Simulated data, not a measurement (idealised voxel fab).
The following is a process module called voxel trench capacitor.
Shown is cross-section cut, with a width of 160 nm and square cells of size 5 nm.
Each cross-section below is a grid of square cells, stated as bands in top-down order, with one or more rows of cells making up each band. Top, bottom (nm), then materials left to right with widths (nm); lone material tagged "all across" fills the whole band edge to edge; "empty" = empty space. Heights are measured from 0, the level below which the as-received wafer is all one material; the lowest band has no bottom and continues downward, written as in "0 down". A width such as "30..40" changes by the same amount from each row of cells to the next, from the band's top row to its bottom row. Take "remains unaltered" at face value: in the step it is given for, the cross-section changed in none of its cells. What "Closed internal cavities" gives you is every empty space of 8 cells or more that is cut off from the top. Each appears as width x height at distance, with the distance taken from the left edge and width, height and distance all in nm. The remark found on a step's line after its settings is issued by the simulator itself and pertains to that step. overlay nm: where the mask lay relative to plan, measured to the right, on steps with a mask; negatives go left.
### So here's the lineup of process steps we planned
1) RECEIVE: material Si
2) CONFORMAL_DEP: material SiN, thk nm 5
3) PATTERN: tone open, mask id TRENCH, material resist, width nm 15, pitch nm 40, thk nm 15, overlay nm 0
4) DIRECTIONAL_ETCH: etch materials SiN, depth nm 5
5) DIRECTIONAL_ETCH: etch materials Si, depth nm 25
6) STRIP: etch materials resist
7) CONFORMAL_DEP: material Al2O3, thk nm 5
8) CONFORMAL_DEP: material TiN, thk nm 5
9) FILL_DEP: material W, thk nm 5
10) CMP: height nm 5
For this document, wafers share an identical start and vary in the step 3 width nm; the plan quotes the first wafer's value.
### Sectional view: first of several wafers, as received, after step 1
    0 down | Si all across
    Closed internal cavities: none
### Per wafer (row), end of module: delta in cells per material since receipt, (+) for gained, (-) for lost; closed voids after that
width nm 15, +26 Al2O3, -30 Si, +26 SiN, +10 TiN, Closed internal cavities: none
width nm 20, +28 Al2O3, -40 Si, +24 SiN, +20 TiN, Closed internal cavities: none
width nm 25, +30 Al2O3, -50 Si, +22 SiN, +22 TiN, +8 W, Closed internal cavities: none
